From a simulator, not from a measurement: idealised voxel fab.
The following process module bears the name voxel self aligned vias.
The cross-section shown here is cut; it is 265 nm wide and divided into square cells measuring 5 nm on a side.
Throughout this document, each cross-section is represented as a grid of square cells and is presented as a sequence of bands enumerated from the top downward, where a band comprises one or more rows of cells.
It is stipulated that each band's entry specify, in nanometres, the height of the top of the band and then that of its bottom, followed by the materials of the band in left-to-right sequence, each together with its width in nanometres. A single material marked by the word "throughout" is understood to fill the band from edge to edge; the word "empty" is understood to denote empty space.
Height 0 is the level under which the wafer as received is all one material. The lowest band goes on downwards, as in "top 0, no bottom".
Per-row width for "30..40": begins at first number (top row of band), ends at second number (bottom row), increment between rows held constant.
Step note "remains unaltered" = no cross-section cell changed.
"Internal closed voids" specifies each empty space that is not open to the top and that occupies no fewer than 8 cells, using the form width x height at distance, the distance measured from the left edge and all three quantities in nm.
Read whatever lies past the settings on a step's line as the simulator's own remark about the step.
overlay nm: mask offset rightward from planned place, masked step; negative means leftward offset.
### List of planned process steps
step 1: RECEIVE [material Si]
step 2: CONFORMAL_DEP [material SiO2] [thk nm 10]
step 3: CONFORMAL_DEP [material SiCN] [thk nm 5]
step 4: DIRECTIONAL_DEP [material lowk] [thk nm 25]
step 5: MASKED_ETCH [tone open] [mask id LINES] [width nm 25] [pitch nm 65] [etch materials lowk] [depth nm 25] [overlay nm 0]
step 6: CONFORMAL_DEP [material TiN] [thk nm 5]
step 7: FILL_DEP [material W] [thk nm 5]
step 8: CMP [height nm 40]
step 9: SELECTIVE_ETCH [etch materials W Ru TiN] [depth nm 10]
step 10: FILL_DEP [material SiN] [thk nm 10]
step 11: CMP [height nm 40]
step 12: DIRECTIONAL_DEP [material lowk] [thk nm 15]
step 13: DIRECTIONAL_DEP [material aC] [thk nm 15]
step 14: PATTERN [tone open] [mask id VIAS] [material resist] [width nm 35] [pitch nm 130] [thk nm 30] [overlay nm 0]
step 15: DIRECTIONAL_ETCH [etch materials aC] [depth nm 15]
step 16: STRIP [etch materials resist]
step 17: DIRECTIONAL_ETCH [etch materials lowk] [depth nm 15]
step 18: DIRECTIONAL_ETCH [etch materials SiN] [depth nm 10]
step 19: STRIP [etch materials aC]
step 20: CONFORMAL_DEP [material TiN] [thk nm 5]
step 21: FILL_DEP [material Cu] [thk nm 5]
step 22: CMP [height nm 55]
step 23: CONFORMAL_DEP [material SiCN] [thk nm 5]
### Received-state cross-section, reflecting completion of step 1
top 0, no bottom | Si throughout
Internal closed voids: none
### Here's the wafer cut in cross-section after the module, started and planned just like above, except one thing was done wrong in the run
top 60, bottom 55 | SiCN throughout
top 55, bottom 40 | lowk 50 nm, TiN 5 nm, Cu 25 nm, TiN 5 nm, lowk 95 nm, TiN 5 nm, Cu 25 nm, TiN 5 nm, lowk 50 nm
top 40, bottom 35 | lowk 50 nm, TiN 5 nm, Cu 25 nm, TiN 5 nm, lowk 35 nm, SiN 25 nm, lowk 35 nm, TiN 5 nm, Cu 25 nm, TiN 5 nm, lowk 50 nm
top 35, bottom 30 | lowk 50 nm, TiN 35 nm, lowk 35 nm, SiN 25 nm, lowk 35 nm, TiN 35 nm, lowk 50 nm
top 30, bottom 20 | lowk 50..55 nm, TiN 10..5 nm, W 15 nm, TiN 10..5 nm, lowk 35..40 nm, TiN 5 nm, W 15 nm, TiN 5 nm, lowk 35..40 nm, TiN 10..5 nm, W 15 nm, TiN 10..5 nm, lowk 50..55 nm
top 20, bottom 15 | lowk 55 nm, TiN 25 nm, lowk 40 nm, TiN 25 nm, lowk 40 nm, TiN 25 nm, lowk 55 nm
top 15, bottom 10 | SiCN throughout
top 10, bottom 0 | SiO2 throughout
top 0, no bottom | Si throughout
Internal closed voids: none
Nonconformance to the process plan: step 17 of the plan was carried out twice
